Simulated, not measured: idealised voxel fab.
voxel double patterning: a process module
cross-section cut | 295 nm wide | cells 5 nm
Bands, listed from the top down, are how a cross-section gets written in this document; the cross-section itself is a grid of square cells, and a band is one or more rows of them.
First you get the band's top height and its bottom height, in nm, and then the materials it's made of, left to right, with each width in nm. If you see a single material with "full width", that one covers the band edge to edge. "empty" is empty space.
All heights in this document are referenced to 0, defined as the level beneath which the wafer, as received, consists entirely of one material. The lowest band is not bounded below; it extends indefinitely downward and is written in the form "0 down".
So if you see something like "30..40" for the width, read it as the top row of the band sitting at the first number and the bottom row at the second, with every row in between moving by the same amount as the last.
"no modifications" (step): cross-section cells unchanged, all of them.
In "Trapped cavities" the enclosed voids are listed, meaning empty spaces of 8 cells or larger without any opening to the top. The form is width x height at distance, distance from the left edge, units nm.
What comes after the settings on a step's line is commentary from the simulator itself on that step.
Regarding "overlay nm": on a step with a mask, it is the distance the mask lay to the right of its planned place; a negative value places it to the left.

[Set out below are the planned steps of the process]
- 1: RECEIVE | material Si
- 2: CONFORMAL_DEP | material SiN | thk nm 10
- 3: DIRECTIONAL_DEP | material SiO2 | thk nm 15
- 4: DIRECTIONAL_DEP | material SiCN | thk nm 5
- 5: PATTERN | tone open | mask id FIRST | material resist | width nm 15 | pitch nm 50 | thk nm 15 | overlay nm 0
- 6: DIRECTIONAL_ETCH | etch materials SiCN | depth nm 5
- 7: STRIP | etch materials resist
- 8: DIRECTIONAL_DEP | material aC | thk nm 10
- 9: PATTERN | tone open | mask id SECOND | material resist | width nm 15 | thk nm 30 | overlay nm 0
- 10: DIRECTIONAL_ETCH | etch materials aC | depth nm 10
- 11: STRIP | etch materials resist
- 12: DIRECTIONAL_ETCH | etch materials SiCN | depth nm 5
- 13: STRIP | etch materials aC
- 14: DIRECTIONAL_ETCH | etch materials SiO2 | depth nm 15
- 15: STRIP | etch materials SiCN

[First of two wafers: run as planned]

[Here's what the wafer looked like in cross-section when it arrived - that's after step 1]
    0 down  Si full width
    Trapped cavities: none

[How the wafer stands in section after step 2]
    10 to 0  SiN full width
    All layers under 0 are left as they were.

[How the wafer stands in section after step 3]
    25 to 10  SiO2 full width
    All layers under 10 are left as they were.

[How the wafer stands in section after step 4]
    30 to 25  SiCN full width
    All layers under 25 are left as they were.

[How the wafer stands in section after step 5]
    45 to 30  115 of resist / 15 of empty / 35 of resist / 15 of empty / 115 of resist
    All layers under 30 are left as they were.

[How the wafer stands in section after step 6]
    45 to 30  115 of resist / 15 of empty / 35 of resist / 15 of empty / 115 of resist
    30 to 25  115 of SiCN / 15 of empty / 35 of SiCN / 15 of empty / 115 of SiCN
    All layers under 25 are left as they were.

[How the wafer stands in section after step 7]
    30 to 25  115 of SiCN / 15 of empty / 35 of SiCN / 15 of empty / 115 of SiCN
    All layers under 25 are left as they were.

[How the wafer stands in section after step 8]
    40 to 35  115 of aC / 15 of empty / 35 of aC / 15 of empty / 115 of aC
    35 to 30  aC full width
    30 to 25  115 of SiCN / 15 of aC / 35 of SiCN / 15 of aC / 115 of SiCN
    All layers under 25 are left as they were.

[How the wafer stands in section after step 9]
    70 to 40  140 of resist / 15 of empty / 140 of resist
    40 to 35  115 of aC / 15 of resist / 35 of aC / 15 of resist / 115 of aC
    All layers under 35 are left as they were.

[How the wafer stands in section after step 10]
    60 to 40  140 of resist / 15 of empty / 140 of resist
    40 to 35  115 of aC / 15 of resist / 10 of aC / 15 of empty / 10 of aC / 15 of resist / 115 of aC
    35 to 30  140 of aC / 15 of empty / 140 of aC
    All layers under 30 are left as they were.

[How the wafer stands in section after step 11]
    40 to 35  115 of aC / 15 of empty / 10 of aC / 15 of empty / 10 of aC / 15 of empty / 115 of aC
    All layers under 35 are left as they were.

[How the wafer stands in section after step 12]
    40 to 35  115 of aC / 15 of empty / 10 of aC / 15 of empty / 10 of aC / 15 of empty / 115 of aC
    35 to 30  140 of aC / 15 of empty / 140 of aC
    30 to 25  115 of SiCN / 15 of aC / 10 of SiCN / 15 of empty / 10 of SiCN / 15 of aC / 115 of SiCN
    All layers under 25 are left as they were.

[How the wafer stands in section after step 13]
    30 to 25  115 of SiCN / 15 of empty / 10 of SiCN / 15 of empty / 10 of SiCN / 15 of empty / 115 of SiCN
    All layers under 25 are left as they were.

[How the wafer stands in section after step 14]
    30 to 25  115 of SiCN / 15 of empty / 10 of SiCN / 15 of empty / 10 of SiCN / 15 of empty / 115 of SiCN
    25 to 10  115 of SiO2 / 15 of empty / 10 of SiO2 / 15 of empty / 10 of SiO2 / 15 of empty / 115 of SiO2
    All layers under 10 are left as they were.

[How the wafer stands in section after step 15]
    25 to 10  115 of SiO2 / 15 of empty / 10 of SiO2 / 15 of empty / 10 of SiO2 / 15 of empty / 115 of SiO2
    All layers under 10 are left as they were.

[Wafer two. Same start, same plan, one slip in execution. Same as wafer one through step 7, inclusive]

[Cross-section of the second wafer at the time by which step 8 should have been completed according to the plan]
    40 to 35  115 of SiN / 15 of empty / 35 of SiN / 15 of empty / 115 of SiN
    35 to 30  SiN full width
    30 to 25  115 of SiCN / 15 of SiN / 35 of SiCN / 15 of SiN / 115 of SiCN
    All layers under 25 are left as they were.

[Cross-section of the second wafer at the time by which step 9 should have been completed according to the plan]
    70 to 40  140 of resist / 15 of empty / 140 of resist
    40 to 35  115 of SiN / 15 of resist / 35 of SiN / 15 of resist / 115 of SiN
    All layers under 35 are left as they were.

[Cross-section of the second wafer at the time by which step 10 should have been completed according to the plan]
    60 to 40  140 of resist / 15 of empty / 140 of resist
    All layers under 40 are left as they were.

[Cross-section of the second wafer at the time by which step 11 should have been completed according to the plan]
    40 to 35  115 of SiN / 15 of empty / 35 of SiN / 15 of empty / 115 of SiN
    All layers under 35 are left as they were.

Cross-section of the second wafer at the time by which step 12 should have been completed according to the plan: no modifications

Cross-section of the second wafer at the time by which step 13 should have been completed according to the plan: no modifications

Cross-section of the second wafer at the time by which step 14 should have been completed according to the plan: no modifications

Cross-section of the second wafer at the time by which step 15 should have been completed according to the plan: no modifications
What was the processing mistake? planned and actual differ for step 8; actual: DIRECTIONAL_DEP | material SiN | thk nm 10
FYI, end of process, the second wafer has more or fewer cells of some materials than the first: 53 more of SiCN, 118 more of SiN, 27 more of SiO2
